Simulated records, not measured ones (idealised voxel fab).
Documented hereafter: the process module known as voxel plated lines.
The width of the displayed cross-section, cut, is 200 nm; its cells are square, with a size of 5 nm.
Notation: cross-section as square-cell grid; stated in bands, top first, going down; one or more cell rows per band.
Heights first: top, then bottom, in nm. Then materials, left to right, each with a width in nm. "full width" on a single material: fills the band edge to edge. "blank": empty space.
Below 0: as-received wafer, all one material; heights counted from there. Lowest band: no bottom, goes on down, written "top 0, no bottom".
It should be noted that a width expressed as "30->40" varies in equal increments from row to row of cells within the band, taking the value of the first number at the top row and that of the second number at the bottom row.
The cross-section has no changed cell in any step marked "remains unaltered".
Entry "Entrapped voids". Content: empty spaces with no open connection to the top, size 8 cells or greater. Each: width x height at distance. Distance: from left edge. Unit: nm.
Heads up: the bit after the settings on a step's line is the simulator's remark on that step.
overlay nm: how far to the right of its planned place the mask lay on this masked step (negative: to the left).
**Listed below are the process steps as planned**
- 1: RECEIVE: material Si
- 2: CONFORMAL_DEP: material Al2O3, thk nm 10
- 3: DIRECTIONAL_DEP: material TiN, thk nm 5
- 4: PATTERN: tone open, mask id LINES, material resist, width nm 25, pitch nm 55, thk nm 35, overlay nm 0
- 5: EPI: material Ru, thk nm 10
- 6: EPI: material Ru, thk nm 5
- 7: EPI: material Ru, thk nm 5
- 8: STRIP: etch materials resist
- 9: DIRECTIONAL_ETCH: etch materials TiN, depth nm 5
- 10: CONFORMAL_DEP: material SiN, thk nm 10
**Account of the first of two wafers, which was processed as intended**
**Cross-section of the incoming wafer, state after step 1**
> top 0, no bottom | Si full width
> Entrapped voids: none
**Step 2 complete: cross-section through the wafer**
> top 10, bottom 0 | Al2O3 full width
> Rest of section, below 0: as before.
**Step 3 complete: cross-section through the wafer**
> top 15, bottom 10 | TiN full width
> Rest of section, below 10: as before.
**Step 4 complete: cross-section through the wafer**
> top 50, bottom 15 | resist (60) | blank (25) | resist (30) | blank (25) | resist (60)
> Rest of section, below 15: as before.
**Step 5 complete: cross-section through the wafer**
> top 50, bottom 25 | resist (60) | blank (25) | resist (30) | blank (25) | resist (60)
> top 25, bottom 15 | resist (60) | Ru (25) | resist (30) | Ru (25) | resist (60)
> Rest of section, below 15: as before.
**Step 6 complete: cross-section through the wafer**
> top 50, bottom 30 | resist (60) | blank (25) | resist (30) | blank (25) | resist (60)
> top 30, bottom 15 | resist (60) | Ru (25) | resist (30) | Ru (25) | resist (60)
> Rest of section, below 15: as before.
**Step 7 complete: cross-section through the wafer**
> top 50, bottom 35 | resist (60) | blank (25) | resist (30) | blank (25) | resist (60)
> top 35, bottom 15 | resist (60) | Ru (25) | resist (30) | Ru (25) | resist (60)
> Rest of section, below 15: as before.
**Step 8 complete: cross-section through the wafer**
> top 35, bottom 15 | blank (60) | Ru (25) | blank (30) | Ru (25) | blank (60)
> Rest of section, below 15: as before.
**Step 9 complete: cross-section through the wafer**
> top 35, bottom 15 | blank (60) | Ru (25) | blank (30) | Ru (25) | blank (60)
> top 15, bottom 10 | blank (60) | TiN (25) | blank (30) | TiN (25) | blank (60)
> Rest of section, below 10: as before.
**Step 10 complete: cross-section through the wafer**
> top 45, bottom 35 | blank (50) | SiN (45) | blank (10) | SiN (45) | blank (50)
> top 35, bottom 20 | blank (50) | SiN (10) | Ru (25) | SiN (10) | blank (10) | SiN (10) | Ru (25) | SiN (10) | blank (50)
> top 20, bottom 15 | SiN (60) | Ru (25) | SiN (30) | Ru (25) | SiN (60)
> top 15, bottom 10 | SiN (60) | TiN (25) | SiN (30) | TiN (25) | SiN (60)
> Rest of section, below 10: as before.
**Second of two: same start, same plan, one run error; steps up to and including 3 match the first**
**Second wafer: cross-section at the scheduled end of step 4**
> top 50, bottom 15 | resist (60) | blank (30) | resist (25) | blank (30) | resist (55)
> Rest of section, below 15: as before.
**Second wafer: cross-section at the scheduled end of step 5**
> top 50, bottom 25 | resist (60) | blank (30) | resist (25) | blank (30) | resist (55)
> top 25, bottom 15 | resist (60) | Ru (30) | resist (25) | Ru (30) | resist (55)
> Rest of section, below 15: as before.
**Second wafer: cross-section at the scheduled end of step 6**
> top 50, bottom 30 | resist (60) | blank (30) | resist (25) | blank (30) | resist (55)
> top 30, bottom 15 | resist (60) | Ru (30) | resist (25) | Ru (30) | resist (55)
> Rest of section, below 15: as before.
**Second wafer: cross-section at the scheduled end of step 7**
> top 50, bottom 35 | resist (60) | blank (30) | resist (25) | blank (30) | resist (55)
> top 35, bottom 15 | resist (60) | Ru (30) | resist (25) | Ru (30) | resist (55)
> Rest of section, below 15: as before.
**Second wafer: cross-section at the scheduled end of step 8**
> top 35, bottom 15 | blank (60) | Ru (30) | blank (25) | Ru (30) | blank (55)
> Rest of section, below 15: as before.
**Second wafer: cross-section at the scheduled end of step 9**
> top 35, bottom 15 | blank (60) | Ru (30) | blank (25) | Ru (30) | blank (55)
> top 15, bottom 10 | blank (60) | TiN (30) | blank (25) | TiN (30) | blank (55)
> Rest of section, below 10: as before.
**Second wafer: cross-section at the scheduled end of step 10**
> top 45, bottom 35 | blank (50) | SiN (50) | blank (5) | SiN (50) | blank (45)
> top 35, bottom 20 | blank (50) | SiN (10) | Ru (30) | SiN (10) | blank (5) | SiN (10) | Ru (30) | SiN (10) | blank (45)
> top 20, bottom 15 | SiN (60) | Ru (30) | SiN (25) | Ru (30) | SiN (55)
> top 15, bottom 10 | SiN (60) | TiN (30) | SiN (25) | TiN (30) | SiN (55)
> Rest of section, below 10: as before.
what went wrong: step 4 did not happen as planned, as run it was PATTERN: tone open, mask id LINES, material resist, width nm 30, pitch nm 55, thk nm 35, overlay nm 0
Once processing is complete, comparing cell counts shows that the second wafer has more or fewer of certain materials than the first: Ru: 8 more, TiN: 2 more
